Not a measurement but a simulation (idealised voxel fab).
Documented hereafter: the process module known as voxel ribs on slabs.
FYI the section here is cut, 285 nm wide, cells are 5 nm squares.
For the purposes of this document, a cross-section shall be understood as a grid of square cells, specified as bands listed in top-to-bottom order, each band consisting of one or more rows of cells. Read a band's entry like this: the first values are the height of its top and the height of its bottom in nm, and what follows is the sequence of materials from left to right, each with its width in nm. Note that "blank" is empty space, and that a single material marked "full width" reaches across the band from edge to edge. Beneath 0, the wafer as received is one material, and that level is where height counting begins. The lowest band goes on downward without a bottom; it is written like "z 0 and below". With a width like "30->40", each row of cells in the band differs from the next by the same amount, the top row carrying the first number and the bottom row the second. Step note "all unchanged" = no cross-section cell changed. "Trapped void list": sealed empty spaces, 8 cells or more, no open way to top, listed width x height at distance, with distance from the left edge and width, height and distance in nm. Where a step's line continues beyond its settings, the continuation is a remark by the simulator itself on that step. overlay nm: right-of-plan distance of the mask on a masked step; negative values mean left-of-plan.
Below is the list of planned process steps
1) op RECEIVE | material Si
2) op DIRECTIONAL_DEP | material SiO2 | thk nm 30
3) op DIRECTIONAL_DEP | material SiN | thk nm 15
4) op DIRECTIONAL_DEP | material aC | thk nm 10
5) op PATTERN | tone cover | mask id RIB | material resist | width nm 15 | thk nm 25 | overlay nm 0
6) op DIRECTIONAL_ETCH | etch materials aC | depth nm 10
7) op STRIP | etch materials resist
8) op DIRECTIONAL_ETCH | etch materials SiN | depth nm 10
9) op STRIP | etch materials aC
10) op PATTERN | tone cover | mask id SLAB | material resist | width nm 45 | thk nm 15 | overlay nm 0
11) op DIRECTIONAL_ETCH | etch materials SiN | depth nm 5
12) op STRIP | etch materials resist
13) op FILL_DEP | material SiO2 | thk nm 25
14) op CMP | height nm 65
15) op DIRECTIONAL_DEP | material W | thk nm 5
16) op MASKED_ETCH | tone cover | mask id HEATER | width nm 25 | etch materials W | depth nm 5 | overlay nm 0
17) op CONFORMAL_DEP | material SiO2 | thk nm 5
The following pertains to the first of two wafers, which was processed as planned
Cross-sectional view of the wafer in its as-received condition, corresponding to the state after step 1
  z 0 and below = Si full width
  Trapped void list: none
After step 2, in cross-section
  z 30 to 0 = SiO2 full width
  Everything below 0 is unchanged.
After step 3, in cross-section
  z 45 to 30 = SiN full width
  Everything below 30 is unchanged.
After step 4, in cross-section
  z 55 to 45 = aC full width
  Everything below 45 is unchanged.
After step 5, in cross-section
  z 80 to 55 = blank 135 | resist 15 | blank 135
  Everything below 55 is unchanged.
After step 6, in cross-section
  z 70 to 55 = blank 135 | resist 15 | blank 135
  z 55 to 45 = blank 135 | aC 15 | blank 135
  Everything below 45 is unchanged.
After step 7, in cross-section
  z 55 to 45 = blank 135 | aC 15 | blank 135
  Everything below 45 is unchanged.
After step 8, in cross-section
  z 55 to 45 = blank 135 | aC 15 | blank 135
  z 45 to 35 = blank 135 | SiN 15 | blank 135
  Everything below 35 is unchanged.
After step 9, in cross-section
  z 45 to 35 = blank 135 | SiN 15 | blank 135
  Everything below 35 is unchanged.
After step 10, in cross-section
  z 60 to 45 = blank 120 | resist 45 | blank 120
  z 45 to 35 = blank 120 | resist 15 | SiN 15 | resist 15 | blank 120
  Everything below 35 is unchanged.
After step 11, in cross-section
  z 60 to 45 = blank 120 | resist 45 | blank 120
  z 45 to 35 = blank 120 | resist 15 | SiN 15 | resist 15 | blank 120
  z 35 to 30 = blank 120 | SiN 45 | blank 120
  Everything below 30 is unchanged.
After step 12, in cross-section
  z 45 to 35 = blank 135 | SiN 15 | blank 135
  Everything below 35 is unchanged.
After step 13, in cross-section
  z 70 to 45 = SiO2 full width
  z 45 to 35 = SiO2 135 | SiN 15 | SiO2 135
  z 35 to 30 = SiO2 120 | SiN 45 | SiO2 120
  Everything below 30 is unchanged.
After step 14, in cross-section
  z 65 to 45 = SiO2 full width
  Everything below 45 is unchanged.
After step 15, in cross-section
  z 70 to 65 = W full width
  Everything below 65 is unchanged.
After step 16, in cross-section
  z 70 to 65 = blank 130 | W 25 | blank 130
  Everything below 65 is unchanged.
After step 17, in cross-section
  z 75 to 70 = blank 125 | SiO2 35 | blank 125
  z 70 to 65 = SiO2 130 | W 25 | SiO2 130
  Everything below 65 is unchanged.
Second wafer - shared start and plan with the first - one error in running - same as the first up to step 16 inclusive
What the second wafer looks like in cross-section when step 17 should have wrapped up: all unchanged
Against the plan, the run slipped here: step 17 of the plan did not run at all; it was left out
Per the end-of-run cell counts, the second wafer holds more or fewer of some materials than the first: SiO2: 59 fewer
